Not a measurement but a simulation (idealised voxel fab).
Process module under the name voxel local oxidation
It is cross-section cut that appears here, measuring 235 nm in width, its square cells being 5 nm in size.
In what follows, cross-sections appear as grids of square cells, described through bands that run from the top down, where every band is one or more rows of cells.
Each band's line starts with the height of the band's top and of its bottom, in nm. Then come its materials from left to right, each with its width in nm. One material with "full width" fills the band from edge to edge. "blank" is empty space.
Ref level 0: as-received wafer is one material below here. Bottom band extends down with no lower bound ("0 nm and below").
The expression "30 to 40" gives the width at the extremes of the band, the first number at its top row of cells and the second at its bottom row, with the width changing by equal amounts from each row to the next in between.
Take "remained the same" at face value: in the step it is given for, the cross-section changed in none of its cells.
Closed empty spaces (no open way to the top) of 8 cells or more are what "Enclosed cavity list" lists, each as width x height at distance from the left edge, nm for all three.
Whatever follows a step's settings on its line is a remark the simulator itself makes about that step.
"overlay nm" denotes, for a step that has a mask, the displacement of the mask to the right of its planned place, with negative values corresponding to the left.

The process steps that were planned are listed below
1,RECEIVE, material Si
2,OXIDIZE, depth nm 5
3,CONFORMAL_DEP, material SiN, thk nm 15
4,PATTERN, tone cover, mask id ACTIVE, material resist, width nm 130, thk nm 20, overlay nm 0
5,DIRECTIONAL_ETCH, etch materials SiN, depth nm 15
6,STRIP, etch materials resist
7,SELECTIVE_ETCH, etch materials SiO2, depth nm 5
8,OXIDIZE, depth nm 10
9,STRIP, etch materials SiN

Cross-section of the wafer at receipt, which is the condition after step 1
* 0 nm and below = Si full width
* Enclosed cavity list: none

Starting structure and process plan are as shown above, but one mistake was made in running the module; the wafer cross-section at the end of the module follows
* 10 nm to -5 nm = SiO2 full width
* -5 nm and below = Si full width
* Enclosed cavity list: none
The plan and the run diverged here: step 3 went in with a setting other than planned; the actual run was CONFORMAL_DEP, material SiO2, thk nm 15
